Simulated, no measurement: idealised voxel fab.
Proc. module: voxel self aligned contacts
Section shown: cut. Width: 200 nm. Cell size: 5 nm, square.
The cross-sections in this document take the form of a grid made of square cells. They are written out as bands, in order from top to bottom. Each band consists of one or more rows of cells. Heads up on the band format: heights come first, top then bottom, in nm. After that it's the materials left to right, each with its width in nm. A single material flagged "all across" fills the whole band edge to edge, and "empty" means there's empty space there. Convention: height 0 is the level below which the wafer, as received, is all one material. The lowest band does not terminate at the bottom but continues downward, represented as "0 down". Quick explanation for "30..40": the width changes in equal steps down the rows of cells, from the first number in the band's top row to the second number in its bottom row. A step reported as "stayed the same" is a step in which no cell of the cross-section changed. Entry "Sealed cavities" = empty spaces >= 8 cells with no open way to the top; each as width x height at distance, distance from left edge, all nm. Text after the settings on a step's line: the simulator's own remark on that step. Each step line may optionally specify "overlay nm", which for a step with a mask gives the rightward distance between the mask's planned place and where it lay, a negative value indicating the leftward direction.

THE FOLLOWING LIST GIVES THE PLANNED PROCESS STEPS
1,RECEIVE [material Si]
2,CONFORMAL_DEP [material SiO2] [thk nm 5]
3,DIRECTIONAL_DEP [material polySi] [thk nm 30]
4,DIRECTIONAL_DEP [material SiN] [thk nm 20]
5,DIRECTIONAL_DEP [material aC] [thk nm 15]
6,PATTERN [tone cover] [mask id GATE] [material resist] [width nm 25] [pitch nm 60] [thk nm 30] [overlay nm 0]
7,DIRECTIONAL_ETCH [etch materials aC] [depth nm 15]
8,STRIP [etch materials resist]
9,DIRECTIONAL_ETCH [etch materials SiN] [depth nm 20]
10,DIRECTIONAL_ETCH [etch materials polySi] [depth nm 30]
11,STRIP [etch materials aC]
12,CONFORMAL_DEP [material SiN] [thk nm 10]
13,DIRECTIONAL_ETCH [etch materials SiN] [depth nm 10]
14,FILL_DEP [material SiO2] [thk nm 15]
15,CMP [height nm 60]
16,MASKED_ETCH [tone open] [mask id CONTACT] [width nm 45] [etch materials SiO2] [depth nm 60] [overlay nm 0]
17,CONFORMAL_DEP [material TiN] [thk nm 5]
18,FILL_DEP [material Ru] [thk nm 5]
19,CMP [height nm 60]
20,CONFORMAL_DEP [material SiN] [thk nm 5]

THE FIRST WAFER OF TWO, PROCESSED AS PLANNED

CROSS-SECTION OF THE WAFER UPON ARRIVAL, REPRESENTING THE STATE REACHED AFTER STEP 1
> 0 down: Si all across
> Sealed cavities: none

AFTER STEP 2, IN CROSS-SECTION
> 5 to 0: SiO2 all across
> Anything lower than 0 is untouched.

AFTER STEP 3, IN CROSS-SECTION
> 35 to 5: polySi all across
> Anything lower than 5 is untouched.

AFTER STEP 4, IN CROSS-SECTION
> 55 to 35: SiN all across
> Anything lower than 35 is untouched.

AFTER STEP 5, IN CROSS-SECTION
> 70 to 55: aC all across
> Anything lower than 55 is untouched.

AFTER STEP 6, IN CROSS-SECTION
> 100 to 70: 55 empty  25 resist  35 empty  25 resist  60 empty
> Anything lower than 70 is untouched.

AFTER STEP 7, IN CROSS-SECTION
> 85 to 70: 55 empty  25 resist  35 empty  25 resist  60 empty
> 70 to 55: 55 empty  25 aC  35 empty  25 aC  60 empty
> Anything lower than 55 is untouched.

AFTER STEP 8, IN CROSS-SECTION
> 70 to 55: 55 empty  25 aC  35 empty  25 aC  60 empty
> Anything lower than 55 is untouched.

AFTER STEP 9, IN CROSS-SECTION
> 70 to 55: 55 empty  25 aC  35 empty  25 aC  60 empty
> 55 to 35: 55 empty  25 SiN  35 empty  25 SiN  60 empty
> Anything lower than 35 is untouched.

AFTER STEP 10, IN CROSS-SECTION
> 70 to 55: 55 empty  25 aC  35 empty  25 aC  60 empty
> 55 to 35: 55 empty  25 SiN  35 empty  25 SiN  60 empty
> 35 to 5: 55 empty  25 polySi  35 empty  25 polySi  60 empty
> Anything lower than 5 is untouched.

AFTER STEP 11, IN CROSS-SECTION
> 55 to 35: 55 empty  25 SiN  35 empty  25 SiN  60 empty
> Anything lower than 35 is untouched.

AFTER STEP 12, IN CROSS-SECTION
> 65 to 35: 45 empty  45 SiN  15 empty  45 SiN  50 empty
> 35 to 15: 45 empty  10 SiN  25 polySi  10 SiN  15 empty  10 SiN  25 polySi  10 SiN  50 empty
> 15 to 5: 55 SiN  25 polySi  35 SiN  25 polySi  60 SiN
> Anything lower than 5 is untouched.

AFTER STEP 13, IN CROSS-SECTION
> 55 to 35: 45 empty  45 SiN  15 empty  45 SiN  50 empty
> 35 to 5: 45 empty  10 SiN  25 polySi  10 SiN  15 empty  10 SiN  25 polySi  10 SiN  50 empty
> Anything lower than 5 is untouched.

AFTER STEP 14, IN CROSS-SECTION
> 70 to 55: SiO2 all across
> 55 to 35: 45 SiO2  45 SiN  15 SiO2  45 SiN  50 SiO2
> 35 to 5: 45 SiO2  10 SiN  25 polySi  10 SiN  15 SiO2  10 SiN  25 polySi  10 SiN  50 SiO2
> Anything lower than 5 is untouched.

AFTER STEP 15, IN CROSS-SECTION
> 60 to 55: SiO2 all across
> Anything lower than 55 is untouched.

AFTER STEP 16, IN CROSS-SECTION
> 60 to 55: 75 SiO2  45 empty  80 SiO2
> 55 to 35: 45 SiO2  45 SiN  15 empty  45 SiN  50 SiO2
> 35 to 5: 45 SiO2  10 SiN  25 polySi  10 SiN  15 empty  10 SiN  25 polySi  10 SiN  50 SiO2
> 5 to 0: 90 SiO2  15 empty  95 SiO2
> Anything lower than 0 is untouched.

AFTER STEP 17, IN CROSS-SECTION
> 65 to 60: 80 TiN  35 empty  85 TiN
> 60 to 55: 75 SiO2  20 TiN  5 empty  20 TiN  80 SiO2
> 55 to 35: 45 SiO2  45 SiN  5 TiN  5 empty  5 TiN  45 SiN  50 SiO2
> 35 to 5: 45 SiO2  10 SiN  25 polySi  10 SiN  5 TiN  5 empty  5 TiN  10 SiN  25 polySi  10 SiN  50 SiO2
> 5 to 0: 90 SiO2  15 TiN  95 SiO2
> Anything lower than 0 is untouched.

AFTER STEP 18, IN CROSS-SECTION
> 70 to 65: Ru all across
> 65 to 60: 80 TiN  35 Ru  85 TiN
> 60 to 55: 75 SiO2  20 TiN  5 Ru  20 TiN  80 SiO2
> 55 to 35: 45 SiO2  45 SiN  5 TiN  5 Ru  5 TiN  45 SiN  50 SiO2
> 35 to 5: 45 SiO2  10 SiN  25 polySi  10 SiN  5 TiN  5 Ru  5 TiN  10 SiN  25 polySi  10 SiN  50 SiO2
> Anything lower than 5 is untouched.

AFTER STEP 19, IN CROSS-SECTION
> 60 to 55: 75 SiO2  20 TiN  5 Ru  20 TiN  80 SiO2
> Anything lower than 55 is untouched.

AFTER STEP 20, IN CROSS-SECTION
> 65 to 60: SiN all across
> Anything lower than 60 is untouched.

WAFER TWO: LIKE WAFER ONE IN START AND PLAN, BUT WITH ONE MISTAKE IN EXECUTION; IDENTICAL UP TO AND INCLUDING STEP 15

CROSS-SECTION OF THE SECOND WAFER WHEN, ACCORDING TO PLAN, STEP 16 SHOULD HAVE FINISHED
> 60 to 55: 70 SiO2  45 empty  85 SiO2
> 55 to 35: 45 SiO2  45 SiN  15 empty  45 SiN  50 SiO2
> 35 to 5: 45 SiO2  10 SiN  25 polySi  10 SiN  15 empty  10 SiN  25 polySi  10 SiN  50 SiO2
> 5 to 0: 90 SiO2  15 empty  95 SiO2
> Anything lower than 0 is untouched.

CROSS-SECTION OF THE SECOND WAFER WHEN, ACCORDING TO PLAN, STEP 17 SHOULD HAVE FINISHED
> 65 to 60: 75 TiN  35 empty  90 TiN
> 60 to 55: 70 SiO2  25 TiN  5 empty  15 TiN  85 SiO2
> 55 to 35: 45 SiO2  45 SiN  5 TiN  5 empty  5 TiN  45 SiN  50 SiO2
> 35 to 5: 45 SiO2  10 SiN  25 polySi  10 SiN  5 TiN  5 empty  5 TiN  10 SiN  25 polySi  10 SiN  50 SiO2
> 5 to 0: 90 SiO2  15 TiN  95 SiO2
> Anything lower than 0 is untouched.

CROSS-SECTION OF THE SECOND WAFER WHEN, ACCORDING TO PLAN, STEP 18 SHOULD HAVE FINISHED
> 70 to 65: Ru all across
> 65 to 60: 75 TiN  35 Ru  90 TiN
> 60 to 55: 70 SiO2  25 TiN  5 Ru  15 TiN  85 SiO2
> 55 to 35: 45 SiO2  45 SiN  5 TiN  5 Ru  5 TiN  45 SiN  50 SiO2
> 35 to 5: 45 SiO2  10 SiN  25 polySi  10 SiN  5 TiN  5 Ru  5 TiN  10 SiN  25 polySi  10 SiN  50 SiO2
> Anything lower than 5 is untouched.

CROSS-SECTION OF THE SECOND WAFER WHEN, ACCORDING TO PLAN, STEP 19 SHOULD HAVE FINISHED
> 60 to 55: 70 SiO2  25 TiN  5 Ru  15 TiN  85 SiO2
> Anything lower than 55 is untouched.

CROSS-SECTION OF THE SECOND WAFER WHEN, ACCORDING TO PLAN, STEP 20 SHOULD HAVE FINISHED
> 65 to 60: SiN all across
> Anything lower than 60 is untouched.
What was the processing mistake? rather than as planned, step 16 actually ran as MASKED_ETCH [tone open] [mask id CONTACT] [width nm 45] [etch materials SiO2] [depth nm 60] [overlay nm -5]
Heads up: at the end the two wafers have identical cell counts per material, they're just laid out differently.
